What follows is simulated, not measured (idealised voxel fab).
Process module under the name voxel ribs on slabs
This is section cut - it's 140 nm across, gridded in 5 nm square cells.
Cross-section layout: square cells on a grid; listed as bands, top to bottom; a band spans one or more cell rows. Look at the band entry: it leads with the top's height and the bottom's height in nm. Then it lists the materials left to right, with a width in nm for each. The word "all across" on a single material says that material fills the band edge to edge. The word "blank" is empty space. It should be noted that heights are counted from 0, beneath which the wafer as supplied is of one material throughout, and that the lowest band possesses no lower boundary but continues downward, as written in "z 0 and below". Width: "30 to 40" (first number = top row, second number = bottom row, same change from row to row of cells). A step reported as "no alterations made" is a step in which no cell of the cross-section changed. If an empty space has no open way to the top and is at least 8 cells in size, "Voids, sealed" lists it, written width x height at distance, where distance is measured from the left edge and every value is in nm. Where a step's line continues beyond its settings, the continuation is a remark by the simulator itself on that step. overlay nm: step with mask; distance mask lay right of planned place; negative value = left of planned place.
## The following list gives the planned process steps
1: RECEIVE with material Si
2: DIRECTIONAL_DEP with material SiO2, thk nm 30
3: DIRECTIONAL_DEP with material SiN, thk nm 20
4: MASKED_ETCH with tone cover, mask id RIB, width nm 20, etch materials SiN, depth nm 5, overlay nm 0
5: PATTERN with tone cover, mask id SLAB, material resist, width nm 50, thk nm 15, overlay nm 0
6: DIRECTIONAL_ETCH with etch materials SiN, depth nm 15
7: STRIP with etch materials resist
8: FILL_DEP with material SiO2, thk nm 25
9: CMP with height nm 65
10: DIRECTIONAL_DEP with material W, thk nm 10
11: DIRECTIONAL_DEP with material aC, thk nm 15
12: PATTERN with tone cover, mask id HEATER, material resist, width nm 30, thk nm 35, overlay nm 0
13: DIRECTIONAL_ETCH with etch materials aC, depth nm 15
14: STRIP with etch materials resist
15: DIRECTIONAL_ETCH with etch materials W, depth nm 10
16: STRIP with etch materials aC
17: CONFORMAL_DEP with material SiN, thk nm 5
## Cross-section: wafer on arrival = after step 1
* z 0 and below | Si all across
* Voids, sealed: none
## Look at the cross-section after the module: the wafer started out the way shown above and the plan was the one shown above, yet one mistake was made along the way
* z 80 to 75 | SiN 60 / blank 20 / SiN 60
* z 75 to 70 | W 55 / SiN 5 / blank 20 / SiN 5 / W 55
* z 70 to 65 | W 55 / SiN 30 / W 55
* z 65 to 50 | SiO2 all across
* z 50 to 45 | SiO2 60 / SiN 20 / SiO2 60
* z 45 to 30 | SiO2 45 / SiN 50 / SiO2 45
* z 30 to 0 | SiO2 all across
* z 0 and below | Si all across
* Voids, sealed: none
what went wrong: step 12 did not happen as planned, as run it was PATTERN with tone open, mask id HEATER, material resist, width nm 30, thk nm 35, overlay nm 0
